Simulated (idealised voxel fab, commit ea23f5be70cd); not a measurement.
Process module, titled voxel self aligned contacts
The width of the displayed cross-section, cut, is 300 nm; its cells are square, with a size of 5 nm.
In what follows, cross-sections appear as grids of square cells, described through bands that run from the top down, where every band is one or more rows of cells. Band entry format. Leading values: height of top, height of bottom, nm. Remainder: materials in left-to-right order, each with its width in nm. Special words: "all across" on a single material, which then fills the band edge to edge; "empty", empty space. Convention: height 0 is the level below which the wafer, as received, is all one material. The lowest band does not terminate at the bottom but continues downward, represented as "top 0, no bottom". With a width like "30 to 40", each row of cells in the band differs from the next by the same amount, the top row carrying the first number and the bottom row the second. No cell of the cross-section changed in a step that is given as "left unchanged". The label "Sealed void inventory" introduces a list of the empty spaces, 8 cells or larger, that have no open way up to the top; each entry in it reads width x height at distance, where the distance is taken from the left edge and all three are stated in nm. On each step's line, the part that comes after the settings is the simulator's own comment on the step. The "overlay nm" setting may appear on a step's line; for a step that uses a mask, it gives how far to the right of its planned position the mask lay, and a negative value indicates the left.
### Listed below are the process steps as planned
- 1: RECEIVE, material Si
- 2: OXIDIZE, depth nm 5
- 3: DIRECTIONAL_DEP, material polySi, thk nm 30
- 4: DIRECTIONAL_DEP, material SiN, thk nm 15
- 5: DIRECTIONAL_DEP, material aC, thk nm 15
- 6: PATTERN, tone cover, mask id GATE, material resist, width nm 30, pitch nm 55, thk nm 30, overlay nm 0
- 7: DIRECTIONAL_ETCH, etch materials aC, depth nm 15
- 8: STRIP, etch materials resist
- 9: DIRECTIONAL_ETCH, etch materials SiN, depth nm 15
- 10: DIRECTIONAL_ETCH, etch materials polySi, depth nm 30
- 11: STRIP, etch materials aC
- 12: CONFORMAL_DEP, material SiN, thk nm 5
- 13: DIRECTIONAL_ETCH, etch materials SiN, depth nm 5
- 14: FILL_DEP, material SiO2, thk nm 15
- 15: CMP, height nm 50
- 16: MASKED_ETCH, tone open, mask id CONTACT, width nm 35, etch materials SiO2, depth nm 55, overlay nm 0
- 17: CONFORMAL_DEP, material TiN, thk nm 5
- 18: FILL_DEP, material Ru, thk nm 5
- 19: CMP, height nm 50
- 20: CONFORMAL_DEP, material SiCN, thk nm 5
### Wafer as received: cross-section following step 1
    top 0, no bottom = Si all across
    Sealed void inventory: none
### Wafer at module end, in section. Began as above, planned as above, run with one mistake
    top 55, bottom 50 = SiCN all across
    top 50, bottom 45 = SiO2 120 / TiN 25 / Ru 5 / TiN 5 / SiO2 145
    top 45, bottom 30 = SiO2 100 / SiN 40 / TiN 5 / Ru 5 / TiN 5 / SiN 40 / SiO2 105
    top 30, bottom 0 = SiO2 100 / SiN 5 / polySi 30 / SiN 5 / TiN 5 / Ru 5 / TiN 5 / SiN 5 / polySi 30 / SiN 5 / SiO2 105
    top 0, bottom -5 = SiO2 140 / TiN 15 / SiO2 145
    top -5, no bottom = Si all across
    Sealed void inventory: none
Error vs. plan: rather than as planned, step 16 actually ran as MASKED_ETCH, tone open, mask id CONTACT, width nm 35, etch materials SiO2, depth nm 55, overlay nm -10
